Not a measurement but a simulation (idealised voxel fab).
process module | voxel transistor to metal
cross-section cut | 185 nm wide | cells 5 nm
A cross-section is a grid of square cells, given in bands from the top down. A band is one or more rows of cells.
Each band's line starts with the height of the band's top and of its bottom, in nm. Then come its materials from left to right, each with its width in nm. One material with "throughout" fills the band from edge to edge. "air" is empty space.
Height 0 is the level under which the wafer as received is all one material. The lowest band goes on downwards, as in "0 down".
A width such as "30 to 40" changes by the same amount from each row of cells to the next, from the band's top row to its bottom row.
"no change" after a step means that no cell of the cross-section changed.
closed voids: empty space of 8 cells or more with no open way to the top, each as width x height at its distance from the left edge, in nm
after a step's settings: what the simulator itself notes on the step
overlay nm, on a step with a mask: how far to the right of its planned place the mask lay; to the left if negative
plan
1 op RECEIVE | material Si
2 op OXIDIZE | depth nm 5
3 op CONFORMAL_DEP | material SiN | thk nm 10
4 op PATTERN | tone cover | mask id ACTIVE | material resist | width nm 115 | thk nm 15 | overlay nm 0
5 op DIRECTIONAL_ETCH | etch materials SiN | depth nm 10
6 op DIRECTIONAL_ETCH | etch materials SiO2 | depth nm 5
7 op DIRECTIONAL_ETCH | etch materials Si | depth nm 35
8 op STRIP | etch materials resist
9 op OXIDIZE | depth nm 5
10 op FILL_DEP | material SiO2 | thk nm 5
11 op CMP | height nm 10
12 op SELECTIVE_ETCH | etch materials SiO2 | depth nm 5
13 op STRIP | etch materials SiN
14 op SELECTIVE_ETCH | etch materials SiO2 | depth nm 5
15 op OXIDIZE | depth nm 5
16 op DIRECTIONAL_DEP | material polySi | thk nm 25
17 op DIRECTIONAL_DEP | material SiCN | thk nm 10
18 op MASKED_ETCH | tone cover | mask id GATE | width nm 35 | etch materials SiCN | depth nm 20 | overlay nm 0
19 op MASKED_ETCH | tone cover | mask id GATE | width nm 35 | etch materials polySi | depth nm 35 | overlay nm 0
20 op CONFORMAL_DEP | material SiN | thk nm 10
21 op DIRECTIONAL_ETCH | etch materials SiN | depth nm 10
22 op DIRECTIONAL_ETCH | etch materials SiO2 | depth nm 5
23 op DIRECTIONAL_ETCH | etch materials Si | depth nm 10
24 op EPI | material pSi | thk nm 15
25 op FILL_DEP | material SiO2 | thk nm 5
26 op CMP | height nm 20
27 op STRIP | etch materials polySi
28 op SELECTIVE_ETCH | etch materials SiO2 | depth nm 5
29 op CONFORMAL_DEP | material HfO2 | thk nm 5
30 op CONFORMAL_DEP | material TiN | thk nm 5
31 op FILL_DEP | material W | thk nm 5
32 op CMP | height nm 15
33 op DIRECTIONAL_DEP | material SiO2 | thk nm 10
34 op DIRECTIONAL_DEP | material aC | thk nm 15
35 op PATTERN | tone open | mask id CONTACT | material resist | width nm 15 | pitch nm 90 | thk nm 35 | overlay nm 0
36 op DIRECTIONAL_ETCH | etch materials aC | depth nm 15
37 op STRIP | etch materials resist
38 op DIRECTIONAL_ETCH | etch materials SiO2 | depth nm 30
39 op STRIP | etch materials aC
40 op CONFORMAL_DEP | material TiN | thk nm 5
41 op FILL_DEP | material W | thk nm 10
42 op CMP | height nm 25
43 op DIRECTIONAL_DEP | material TiN | thk nm 5
44 op DIRECTIONAL_DEP | material Ru | thk nm 20
45 op MASKED_ETCH | tone cover | mask id METAL_1 | width nm 15 | pitch nm 90 | etch materials Ru | depth nm 20 | overlay nm 0
46 op MASKED_ETCH | tone cover | mask id METAL_1 | width nm 15 | pitch nm 90 | etch materials TiN | depth nm 5 | overlay nm 0
47 op CONFORMAL_DEP | material SiN | thk nm 5
48 op FILL_DEP | material SiO2 | thk nm 10
49 op CMP | height nm 50
50 op CONFORMAL_DEP | material SiCN | thk nm 5
first wafer, as planned
as received, after step 1
  0 down: Si throughout
  closed voids: none
after step 2
  0 to -5: SiO2 throughout
  below -5: unchanged
after step 3
  10 to 0: SiN throughout
  below 0: unchanged
after step 4
  25 to 10: air 35 | resist 115 | air 35
  below 10: unchanged
after step 5
  25 to 10: air 35 | resist 115 | air 35
  10 to 0: air 35 | SiN 115 | air 35
  below 0: unchanged
after step 6
  25 to 10: air 35 | resist 115 | air 35
  10 to 0: air 35 | SiN 115 | air 35
  0 to -5: air 35 | SiO2 115 | air 35
  below -5: unchanged
after step 7
  25 to 10: air 35 | resist 115 | air 35
  10 to 0: air 35 | SiN 115 | air 35
  0 to -5: air 35 | SiO2 115 | air 35
  -5 to -40: air 35 | Si 115 | air 35
  below -40: unchanged
after step 8
  10 to 0: air 35 | SiN 115 | air 35
  below 0: unchanged
after step 9
  10 to 0: air 35 | SiN 115 | air 35
  0 to -5: air 35 | SiO2 115 | air 35
  -5 to -40: air 35 | SiO2 5 | Si 105 | SiO2 5 | air 35
  -40 to -45: SiO2 40 | Si 105 | SiO2 40
  below -45: unchanged
after step 10
  15 to 10: SiO2 throughout
  10 to 0: SiO2 35 | SiN 115 | SiO2 35
  0 to -5: SiO2 throughout
  -5 to -45: SiO2 40 | Si 105 | SiO2 40
  below -45: unchanged
after step 11
  10 to 0: SiO2 35 | SiN 115 | SiO2 35
  below 0: unchanged
after step 12
  10 to 5: air 35 | SiN 115 | air 35
  below 5: unchanged
after step 13
  5 to 0: SiO2 35 | air 115 | SiO2 35
  below 0: unchanged
after step 14
  0 to -5: SiO2 30 | air 125 | SiO2 30
  below -5: unchanged
after step 15
  0 to -5: SiO2 30 | air 125 | SiO2 30
  -5 to -10: SiO2 throughout
  below -10: unchanged
after step 16
  25 to 20: polySi 30 | air 125 | polySi 30
  20 to 0: polySi throughout
  0 to -5: SiO2 30 | polySi 125 | SiO2 30
  below -5: unchanged
after step 17
  35 to 30: SiCN 30 | air 125 | SiCN 30
  30 to 25: SiCN throughout
  25 to 20: polySi 30 | SiCN 125 | polySi 30
  below 20: unchanged
after step 18
  30 to 25: air 75 | SiCN 35 | air 75
  25 to 20: polySi 30 | air 45 | SiCN 35 | air 45 | polySi 30
  below 20: unchanged
after step 19
  30 to 20: air 75 | SiCN 35 | air 75
  20 to 0: air 75 | polySi 35 | air 75
  0 to -5: SiO2 30 | air 45 | polySi 35 | air 45 | SiO2 30
  below -5: unchanged
after step 20
  40 to 30: air 65 | SiN 55 | air 65
  30 to 20: air 65 | SiN 10 | SiCN 35 | SiN 10 | air 65
  20 to 10: air 65 | SiN 10 | polySi 35 | SiN 10 | air 65
  10 to 5: SiN 40 | air 25 | SiN 10 | polySi 35 | SiN 10 | air 25 | SiN 40
  5 to 0: SiN 75 | polySi 35 | SiN 75
  0 to -5: SiO2 30 | SiN 45 | polySi 35 | SiN 45 | SiO2 30
  below -5: unchanged
after step 21
  30 to 20: air 65 | SiN 10 | SiCN 35 | SiN 10 | air 65
  20 to 0: air 65 | SiN 10 | polySi 35 | SiN 10 | air 65
  0 to -5: SiO2 30 | SiN 10 | air 25 | SiN 10 | polySi 35 | SiN 10 | air 25 | SiN 10 | SiO2 30
  below -5: unchanged
after step 22
  30 to 20: air 65 | SiN 10 | SiCN 35 | SiN 10 | air 65
  20 to 0: air 65 | SiN 10 | polySi 35 | SiN 10 | air 65
  0 to -5: air 30 | SiN 10 | air 25 | SiN 10 | polySi 35 | SiN 10 | air 25 | SiN 10 | air 30
  -5 to -10: SiO2 40 | air 25 | SiO2 55 | air 25 | SiO2 40
  below -10: unchanged
after step 23
  30 to 20: air 65 | SiN 10 | SiCN 35 | SiN 10 | air 65
  20 to 0: air 65 | SiN 10 | polySi 35 | SiN 10 | air 65
  0 to -5: air 30 | SiN 10 | air 25 | SiN 10 | polySi 35 | SiN 10 | air 25 | SiN 10 | air 30
  -5 to -10: SiO2 40 | air 25 | SiO2 55 | air 25 | SiO2 40
  -10 to -20: SiO2 40 | air 25 | Si 55 | air 25 | SiO2 40
  below -20: unchanged
after step 24
  30 to 20: air 65 | SiN 10 | SiCN 35 | SiN 10 | air 65
  20 to 5: air 65 | SiN 10 | polySi 35 | SiN 10 | air 65
  5 to 0: air 50 | pSi 15 | SiN 10 | polySi 35 | SiN 10 | pSi 15 | air 50
  0 to -5: air 30 | SiN 10 | air 10 | pSi 15 | SiN 10 | polySi 35 | SiN 10 | pSi 15 | air 10 | SiN 10 | air 30
  -5 to -10: SiO2 40 | pSi 25 | SiO2 55 | pSi 25 | SiO2 40
  -10 to -20: SiO2 40 | pSi 25 | Si 55 | pSi 25 | SiO2 40
  below -20: unchanged
after step 25
  35 to 30: SiO2 throughout
  30 to 20: SiO2 65 | SiN 10 | SiCN 35 | SiN 10 | SiO2 65
  20 to 5: SiO2 65 | SiN 10 | polySi 35 | SiN 10 | SiO2 65
  5 to 0: SiO2 50 | pSi 15 | SiN 10 | polySi 35 | SiN 10 | pSi 15 | SiO2 50
  0 to -5: SiO2 30 | SiN 10 | SiO2 10 | pSi 15 | SiN 10 | polySi 35 | SiN 10 | pSi 15 | SiO2 10 | SiN 10 | SiO2 30
  below -5: unchanged
after step 26
  20 to 5: SiO2 65 | SiN 10 | polySi 35 | SiN 10 | SiO2 65
  below 5: unchanged
after step 27
  20 to 5: SiO2 65 | SiN 10 | air 35 | SiN 10 | SiO2 65
  5 to 0: SiO2 50 | pSi 15 | SiN 10 | air 35 | SiN 10 | pSi 15 | SiO2 50
  0 to -5: SiO2 30 | SiN 10 | SiO2 10 | pSi 15 | SiN 10 | air 35 | SiN 10 | pSi 15 | SiO2 10 | SiN 10 | SiO2 30
  below -5: unchanged
after step 28
  20 to 15: air 65 | SiN 10 | air 35 | SiN 10 | air 65
  15 to 5: SiO2 65 | SiN 10 | air 35 | SiN 10 | SiO2 65
  5 to 0: SiO2 50 | pSi 15 | SiN 10 | air 35 | SiN 10 | pSi 15 | SiO2 50
  0 to -5: SiO2 30 | SiN 10 | SiO2 10 | pSi 15 | SiN 10 | air 35 | SiN 10 | pSi 15 | SiO2 10 | SiN 10 | SiO2 30
  -5 to -10: SiO2 40 | pSi 25 | SiO2 5 | air 45 | SiO2 5 | pSi 25 | SiO2 40
  below -10: unchanged
after step 29
  25 to 20: air 60 | HfO2 20 | air 25 | HfO2 20 | air 60
  20 to 15: HfO2 65 | SiN 10 | HfO2 5 | air 25 | HfO2 5 | SiN 10 | HfO2 65
  15 to 5: SiO2 65 | SiN 10 | HfO2 5 | air 25 | HfO2 5 | SiN 10 | SiO2 65
  5 to 0: SiO2 50 | pSi 15 | SiN 10 | HfO2 5 | air 25 | HfO2 5 | SiN 10 | pSi 15 | SiO2 50
  0 to -5: SiO2 30 | SiN 10 | SiO2 10 | pSi 15 | SiN 10 | HfO2 5 | air 25 | HfO2 5 | SiN 10 | pSi 15 | SiO2 10 | SiN 10 | SiO2 30
  -5 to -10: SiO2 40 | pSi 25 | SiO2 5 | HfO2 45 | SiO2 5 | pSi 25 | SiO2 40
  below -10: unchanged
after step 30
  30 to 25: air 55 | TiN 30 | air 15 | TiN 30 | air 55
  25 to 20: TiN 60 | HfO2 20 | TiN 5 | air 15 | TiN 5 | HfO2 20 | TiN 60
  20 to 15: HfO2 65 | SiN 10 | HfO2 5 | TiN 5 | air 15 | TiN 5 | HfO2 5 | SiN 10 | HfO2 65
  15 to 5: SiO2 65 | SiN 10 | HfO2 5 | TiN 5 | air 15 | TiN 5 | HfO2 5 | SiN 10 | SiO2 65
  5 to 0: SiO2 50 | pSi 15 | SiN 10 | HfO2 5 | TiN 5 | air 15 | TiN 5 | HfO2 5 | SiN 10 | pSi 15 | SiO2 50
  0 to -5: SiO2 30 | SiN 10 | SiO2 10 | pSi 15 | SiN 10 | HfO2 5 | TiN 25 | HfO2 5 | SiN 10 | pSi 15 | SiO2 10 | SiN 10 | SiO2 30
  below -5: unchanged
after step 31
  35 to 30: W throughout
  30 to 25: W 55 | TiN 30 | W 15 | TiN 30 | W 55
  25 to 20: TiN 60 | HfO2 20 | TiN 5 | W 15 | TiN 5 | HfO2 20 | TiN 60
  20 to 15: HfO2 65 | SiN 10 | HfO2 5 | TiN 5 | W 15 | TiN 5 | HfO2 5 | SiN 10 | HfO2 65
  15 to 5: SiO2 65 | SiN 10 | HfO2 5 | TiN 5 | W 15 | TiN 5 | HfO2 5 | SiN 10 | SiO2 65
  5 to 0: SiO2 50 | pSi 15 | SiN 10 | HfO2 5 | TiN 5 | W 15 | TiN 5 | HfO2 5 | SiN 10 | pSi 15 | SiO2 50
  below 0: unchanged
after step 32
  15 to 5: SiO2 65 | SiN 10 | HfO2 5 | TiN 5 | W 15 | TiN 5 | HfO2 5 | SiN 10 | SiO2 65
  below 5: unchanged
after step 33
  25 to 15: SiO2 throughout
  below 15: unchanged
after step 34
  40 to 25: aC throughout
  below 25: unchanged
after step 35
  75 to 40: resist 40 | air 15 | resist 75 | air 15 | resist 40
  below 40: unchanged
after step 36
  60 to 40: resist 40 | air 15 | resist 75 | air 15 | resist 40
  40 to 25: aC 40 | air 15 | aC 75 | air 15 | aC 40
  below 25: unchanged
after step 37
  40 to 25: aC 40 | air 15 | aC 75 | air 15 | aC 40
  below 25: unchanged
after step 38
  40 to 25: aC 40 | air 15 | aC 75 | air 15 | aC 40
  25 to 15: SiO2 40 | air 15 | SiO2 75 | air 15 | SiO2 40
  15 to 5: SiO2 40 | air 15 | SiO2 10 | SiN 10 | HfO2 5 | TiN 5 | W 15 | TiN 5 | HfO2 5 | SiN 10 | SiO2 10 | air 15 | SiO2 40
  5 to 0: SiO2 40 | air 10 | pSi 15 | SiN 10 | HfO2 5 | TiN 5 | W 15 | TiN 5 | HfO2 5 | SiN 10 | pSi 15 | air 10 | SiO2 40
  0 to -5: SiO2 30 | SiN 10 | air 10 | pSi 15 | SiN 10 | HfO2 5 | TiN 25 | HfO2 5 | SiN 10 | pSi 15 | air 10 | SiN 10 | SiO2 30
  below -5: unchanged
after step 39
  25 to 15: SiO2 40 | air 15 | SiO2 75 | air 15 | SiO2 40
  below 15: unchanged
after step 40
  30 to 25: TiN 45 | air 5 | TiN 85 | air 5 | TiN 45
  25 to 15: SiO2 40 | TiN 5 | air 5 | TiN 5 | SiO2 75 | TiN 5 | air 5 | TiN 5 | SiO2 40
  15 to 10: SiO2 40 | TiN 5 | air 5 | TiN 5 | SiO2 10 | SiN 10 | HfO2 5 | TiN 5 | W 15 | TiN 5 | HfO2 5 | SiN 10 | SiO2 10 | TiN 5 | air 5 | TiN 5 | SiO2 40
  10 to 5: SiO2 40 | TiN 15 | SiO2 10 | SiN 10 | HfO2 5 | TiN 5 | W 15 | TiN 5 | HfO2 5 | SiN 10 | SiO2 10 | TiN 15 | SiO2 40
  5 to 0: SiO2 40 | TiN 10 | pSi 15 | SiN 10 | HfO2 5 | TiN 5 | W 15 | TiN 5 | HfO2 5 | SiN 10 | pSi 15 | TiN 10 | SiO2 40
  0 to -5: SiO2 30 | SiN 10 | TiN 10 | pSi 15 | SiN 10 | HfO2 5 | TiN 25 | HfO2 5 | SiN 10 | pSi 15 | TiN 10 | SiN 10 | SiO2 30
  below -5: unchanged
after step 41
  40 to 30: W throughout
  30 to 25: TiN 45 | W 5 | TiN 85 | W 5 | TiN 45
  25 to 15: SiO2 40 | TiN 5 | W 5 | TiN 5 | SiO2 75 | TiN 5 | W 5 | TiN 5 | SiO2 40
  15 to 10: SiO2 40 | TiN 5 | W 5 | TiN 5 | SiO2 10 | SiN 10 | HfO2 5 | TiN 5 | W 15 | TiN 5 | HfO2 5 | SiN 10 | SiO2 10 | TiN 5 | W 5 | TiN 5 | SiO2 40
  below 10: unchanged
after step 42
  25 to 15: SiO2 40 | TiN 5 | W 5 | TiN 5 | SiO2 75 | TiN 5 | W 5 | TiN 5 | SiO2 40
  below 15: unchanged
after step 43
  30 to 25: TiN throughout
  below 25: unchanged
after step 44
  50 to 30: Ru throughout
  below 30: unchanged
after step 45
  50 to 30: air 40 | Ru 15 | air 75 | Ru 15 | air 40
  below 30: unchanged
after step 46
  50 to 30: air 40 | Ru 15 | air 75 | Ru 15 | air 40
  30 to 25: air 40 | TiN 15 | air 75 | TiN 15 | air 40
  below 25: unchanged
after step 47
  55 to 50: air 35 | SiN 25 | air 65 | SiN 25 | air 35
  50 to 30: air 35 | SiN 5 | Ru 15 | SiN 5 | air 65 | SiN 5 | Ru 15 | SiN 5 | air 35
  30 to 25: SiN 40 | TiN 15 | SiN 75 | TiN 15 | SiN 40
  below 25: unchanged
after step 48
  65 to 55: SiO2 throughout
  55 to 50: SiO2 35 | SiN 25 | SiO2 65 | SiN 25 | SiO2 35
  50 to 30: SiO2 35 | SiN 5 | Ru 15 | SiN 5 | SiO2 65 | SiN 5 | Ru 15 | SiN 5 | SiO2 35
  below 30: unchanged
after step 49
  50 to 30: SiO2 35 | SiN 5 | Ru 15 | SiN 5 | SiO2 65 | SiN 5 | Ru 15 | SiN 5 | SiO2 35
  below 30: unchanged
after step 50
  55 to 50: SiCN throughout
  below 50: unchanged
second wafer: like start, like plan, one mistake. Through step 3 it matches the first wafer
when step 4 should have ended
  25 to 10: resist 35 | air 115 | resist 35
  below 10: unchanged
when step 5 should have ended
  25 to 10: resist 35 | air 115 | resist 35
  10 to 0: SiN 35 | air 115 | SiN 35
  below 0: unchanged
when step 6 should have ended
  25 to 10: resist 35 | air 115 | resist 35
  10 to 0: SiN 35 | air 115 | SiN 35
  0 to -5: SiO2 35 | air 115 | SiO2 35
  below -5: unchanged
when step 7 should have ended
  25 to 10: resist 35 | air 115 | resist 35
  10 to 0: SiN 35 | air 115 | SiN 35
  0 to -5: SiO2 35 | air 115 | SiO2 35
  -5 to -40: Si 35 | air 115 | Si 35
  below -40: unchanged
when step 8 should have ended
  10 to 0: SiN 35 | air 115 | SiN 35
  below 0: unchanged
when step 9 should have ended
  10 to 0: SiN 35 | air 115 | SiN 35
  0 to -5: SiO2 35 | air 115 | SiO2 35
  -5 to -40: Si 30 | SiO2 5 | air 115 | SiO2 5 | Si 30
  -40 to -45: Si 30 | SiO2 125 | Si 30
  below -45: unchanged
when step 10 should have ended
  15 to 10: SiO2 throughout
  10 to 0: SiN 35 | SiO2 115 | SiN 35
  0 to -5: SiO2 throughout
  -5 to -45: Si 30 | SiO2 125 | Si 30
  below -45: unchanged
when step 11 should have ended
  10 to 0: SiN 35 | SiO2 115 | SiN 35
  below 0: unchanged
when step 12 should have ended
  10 to 5: SiN 35 | air 115 | SiN 35
  below 5: unchanged
when step 13 should have ended
  5 to 0: air 35 | SiO2 115 | air 35
  below 0: unchanged
when step 14 should have ended
  0 to -5: air 40 | SiO2 105 | air 40
  below -5: unchanged
when step 15 should have ended
  0 to -5: air 40 | SiO2 105 | air 40
  -5 to -10: SiO2 throughout
  below -10: unchanged
when step 16 should have ended
  25 to 20: air 40 | polySi 105 | air 40
  20 to 0: polySi throughout
  0 to -5: polySi 40 | SiO2 105 | polySi 40
  below -5: unchanged
when step 17 should have ended
  35 to 30: air 40 | SiCN 105 | air 40
  30 to 25: SiCN throughout
  25 to 20: SiCN 40 | polySi 105 | SiCN 40
  below 20: unchanged
when step 18 should have ended
  35 to 25: air 75 | SiCN 35 | air 75
  25 to 20: air 40 | polySi 105 | air 40
  below 20: unchanged
when step 19 should have ended
  35 to 25: air 75 | SiCN 35 | air 75
  25 to 0: air 75 | polySi 35 | air 75
  0 to -5: air 40 | SiO2 105 | air 40
  below -5: unchanged
when step 20 should have ended
  45 to 35: air 65 | SiN 55 | air 65
  35 to 25: air 65 | SiN 10 | SiCN 35 | SiN 10 | air 65
  25 to 10: air 65 | SiN 10 | polySi 35 | SiN 10 | air 65
  10 to 5: air 30 | SiN 45 | polySi 35 | SiN 45 | air 30
  5 to 0: SiN 75 | polySi 35 | SiN 75
  0 to -5: SiN 40 | SiO2 105 | SiN 40
  below -5: unchanged
when step 21 should have ended
  35 to 25: air 65 | SiN 10 | SiCN 35 | SiN 10 | air 65
  25 to 0: air 65 | SiN 10 | polySi 35 | SiN 10 | air 65
  0 to -5: air 30 | SiN 10 | SiO2 105 | SiN 10 | air 30
  below -5: unchanged
when step 22 should have ended
  35 to 25: air 65 | SiN 10 | SiCN 35 | SiN 10 | air 65
  25 to 0: air 65 | SiN 10 | polySi 35 | SiN 10 | air 65
  0 to -5: air 30 | SiN 10 | air 25 | SiO2 55 | air 25 | SiN 10 | air 30
  -5 to -10: air 30 | SiO2 125 | air 30
  below -10: unchanged
when step 23 should have ended
  35 to 25: air 65 | SiN 10 | SiCN 35 | SiN 10 | air 65
  25 to 0: air 65 | SiN 10 | polySi 35 | SiN 10 | air 65
  0 to -5: air 30 | SiN 10 | air 25 | SiO2 55 | air 25 | SiN 10 | air 30
  -5 to -20: air 30 | SiO2 125 | air 30
  below -20: unchanged
when step 24 should have ended
  35 to 25: air 65 | SiN 10 | SiCN 35 | SiN 10 | air 65
  25 to 0: air 65 | SiN 10 | polySi 35 | SiN 10 | air 65
  0 to -5: air 30 | SiN 10 | air 25 | SiO2 55 | air 25 | SiN 10 | air 30
  -5 to -20: pSi 30 | SiO2 125 | pSi 30
  below -20: unchanged
when step 25 should have ended
  40 to 35: SiO2 throughout
  35 to 25: SiO2 65 | SiN 10 | SiCN 35 | SiN 10 | SiO2 65
  25 to 0: SiO2 65 | SiN 10 | polySi 35 | SiN 10 | SiO2 65
  0 to -5: SiO2 30 | SiN 10 | SiO2 105 | SiN 10 | SiO2 30
  below -5: unchanged
when step 26 should have ended
  20 to 0: SiO2 65 | SiN 10 | polySi 35 | SiN 10 | SiO2 65
  below 0: unchanged
when step 27 should have ended
  20 to 0: SiO2 65 | SiN 10 | air 35 | SiN 10 | SiO2 65
  below 0: unchanged
when step 28 should have ended
  20 to 15: air 65 | SiN 10 | air 35 | SiN 10 | air 65
  15 to 0: SiO2 65 | SiN 10 | air 35 | SiN 10 | SiO2 65
  0 to -5: SiO2 30 | SiN 10 | SiO2 30 | air 45 | SiO2 30 | SiN 10 | SiO2 30
  below -5: unchanged
when step 29 should have ended
  25 to 20: air 60 | HfO2 20 | air 25 | HfO2 20 | air 60
  20 to 15: HfO2 65 | SiN 10 | HfO2 5 | air 25 | HfO2 5 | SiN 10 | HfO2 65
  15 to 0: SiO2 65 | SiN 10 | HfO2 5 | air 25 | HfO2 5 | SiN 10 | SiO2 65
  0 to -5: SiO2 30 | SiN 10 | SiO2 30 | HfO2 45 | SiO2 30 | SiN 10 | SiO2 30
  below -5: unchanged
when step 30 should have ended
  30 to 25: air 55 | TiN 30 | air 15 | TiN 30 | air 55
  25 to 20: TiN 60 | HfO2 20 | TiN 5 | air 15 | TiN 5 | HfO2 20 | TiN 60
  20 to 15: HfO2 65 | SiN 10 | HfO2 5 | TiN 5 | air 15 | TiN 5 | HfO2 5 | SiN 10 | HfO2 65
  15 to 5: SiO2 65 | SiN 10 | HfO2 5 | TiN 5 | air 15 | TiN 5 | HfO2 5 | SiN 10 | SiO2 65
  5 to 0: SiO2 65 | SiN 10 | HfO2 5 | TiN 25 | HfO2 5 | SiN 10 | SiO2 65
  below 0: unchanged
when step 31 should have ended
  35 to 30: W throughout
  30 to 25: W 55 | TiN 30 | W 15 | TiN 30 | W 55
  25 to 20: TiN 60 | HfO2 20 | TiN 5 | W 15 | TiN 5 | HfO2 20 | TiN 60
  20 to 15: HfO2 65 | SiN 10 | HfO2 5 | TiN 5 | W 15 | TiN 5 | HfO2 5 | SiN 10 | HfO2 65
  15 to 5: SiO2 65 | SiN 10 | HfO2 5 | TiN 5 | W 15 | TiN 5 | HfO2 5 | SiN 10 | SiO2 65
  below 5: unchanged
when step 32 should have ended
  15 to 5: SiO2 65 | SiN 10 | HfO2 5 | TiN 5 | W 15 | TiN 5 | HfO2 5 | SiN 10 | SiO2 65
  below 5: unchanged
when step 33 should have ended
  25 to 15: SiO2 throughout
  below 15: unchanged
when step 34 should have ended
  40 to 25: aC throughout
  below 25: unchanged
when step 35 should have ended
  75 to 40: resist 40 | air 15 | resist 75 | air 15 | resist 40
  below 40: unchanged
when step 36 should have ended
  60 to 40: resist 40 | air 15 | resist 75 | air 15 | resist 40
  40 to 25: aC 40 | air 15 | aC 75 | air 15 | aC 40
  below 25: unchanged
when step 37 should have ended
  40 to 25: aC 40 | air 15 | aC 75 | air 15 | aC 40
  below 25: unchanged
when step 38 should have ended
  40 to 25: aC 40 | air 15 | aC 75 | air 15 | aC 40
  25 to 15: SiO2 40 | air 15 | SiO2 75 | air 15 | SiO2 40
  15 to 5: SiO2 40 | air 15 | SiO2 10 | SiN 10 | HfO2 5 | TiN 5 | W 15 | TiN 5 | HfO2 5 | SiN 10 | SiO2 10 | air 15 | SiO2 40
  5 to 0: SiO2 40 | air 15 | SiO2 10 | SiN 10 | HfO2 5 | TiN 25 | HfO2 5 | SiN 10 | SiO2 10 | air 15 | SiO2 40
  0 to -5: SiO2 30 | SiN 10 | air 15 | SiO2 15 | HfO2 45 | SiO2 15 | air 15 | SiN 10 | SiO2 30
  below -5: unchanged
when step 39 should have ended
  25 to 15: SiO2 40 | air 15 | SiO2 75 | air 15 | SiO2 40
  below 15: unchanged
when step 40 should have ended
  30 to 25: TiN 45 | air 5 | TiN 85 | air 5 | TiN 45
  25 to 15: SiO2 40 | TiN 5 | air 5 | TiN 5 | SiO2 75 | TiN 5 | air 5 | TiN 5 | SiO2 40
  15 to 5: SiO2 40 | TiN 5 | air 5 | TiN 5 | SiO2 10 | SiN 10 | HfO2 5 | TiN 5 | W 15 | TiN 5 | HfO2 5 | SiN 10 | SiO2 10 | TiN 5 | air 5 | TiN 5 | SiO2 40
  5 to 0: SiO2 40 | TiN 5 | air 5 | TiN 5 | SiO2 10 | SiN 10 | HfO2 5 | TiN 25 | HfO2 5 | SiN 10 | SiO2 10 | TiN 5 | air 5 | TiN 5 | SiO2 40
  0 to -5: SiO2 30 | SiN 10 | TiN 15 | SiO2 15 | HfO2 45 | SiO2 15 | TiN 15 | SiN 10 | SiO2 30
  below -5: unchanged
when step 41 should have ended
  40 to 30: W throughout
  30 to 25: TiN 45 | W 5 | TiN 85 | W 5 | TiN 45
  25 to 15: SiO2 40 | TiN 5 | W 5 | TiN 5 | SiO2 75 | TiN 5 | W 5 | TiN 5 | SiO2 40
  15 to 5: SiO2 40 | TiN 5 | W 5 | TiN 5 | SiO2 10 | SiN 10 | HfO2 5 | TiN 5 | W 15 | TiN 5 | HfO2 5 | SiN 10 | SiO2 10 | TiN 5 | W 5 | TiN 5 | SiO2 40
  5 to 0: SiO2 40 | TiN 5 | W 5 | TiN 5 | SiO2 10 | SiN 10 | HfO2 5 | TiN 25 | HfO2 5 | SiN 10 | SiO2 10 | TiN 5 | W 5 | TiN 5 | SiO2 40
  below 0: unchanged
when step 42 should have ended
  25 to 15: SiO2 40 | TiN 5 | W 5 | TiN 5 | SiO2 75 | TiN 5 | W 5 | TiN 5 | SiO2 40
  below 15: unchanged
when step 43 should have ended
  30 to 25: TiN throughout
  below 25: unchanged
when step 44 should have ended
  50 to 30: Ru throughout
  below 30: unchanged
when step 45 should have ended
  50 to 30: air 40 | Ru 15 | air 75 | Ru 15 | air 40
  below 30: unchanged
when step 46 should have ended
  50 to 30: air 40 | Ru 15 | air 75 | Ru 15 | air 40
  30 to 25: air 40 | TiN 15 | air 75 | TiN 15 | air 40
  below 25: unchanged
when step 47 should have ended
  55 to 50: air 35 | SiN 25 | air 65 | SiN 25 | air 35
  50 to 30: air 35 | SiN 5 | Ru 15 | SiN 5 | air 65 | SiN 5 | Ru 15 | SiN 5 | air 35
  30 to 25: SiN 40 | TiN 15 | SiN 75 | TiN 15 | SiN 40
  below 25: unchanged
when step 48 should have ended
  65 to 55: SiO2 throughout
  55 to 50: SiO2 35 | SiN 25 | SiO2 65 | SiN 25 | SiO2 35
  50 to 30: SiO2 35 | SiN 5 | Ru 15 | SiN 5 | SiO2 65 | SiN 5 | Ru 15 | SiN 5 | SiO2 35
  below 30: unchanged
when step 49 should have ended
  50 to 30: SiO2 35 | SiN 5 | Ru 15 | SiN 5 | SiO2 65 | SiN 5 | Ru 15 | SiN 5 | SiO2 35
  below 30: unchanged
when step 50 should have ended
  55 to 50: SiCN throughout
  below 50: unchanged
what went wrong: step 4 ran as: op PATTERN | tone open | mask id ACTIVE | material resist | width nm 115 | thk nm 15 | overlay nm 0
at the end the second wafer has, in cells: 2 fewer of HfO2 | 67 fewer of Si | 4 fewer of SiN | 80 more of SiO2 | 2 fewer of TiN | 1 more of W | 6 fewer of pSi
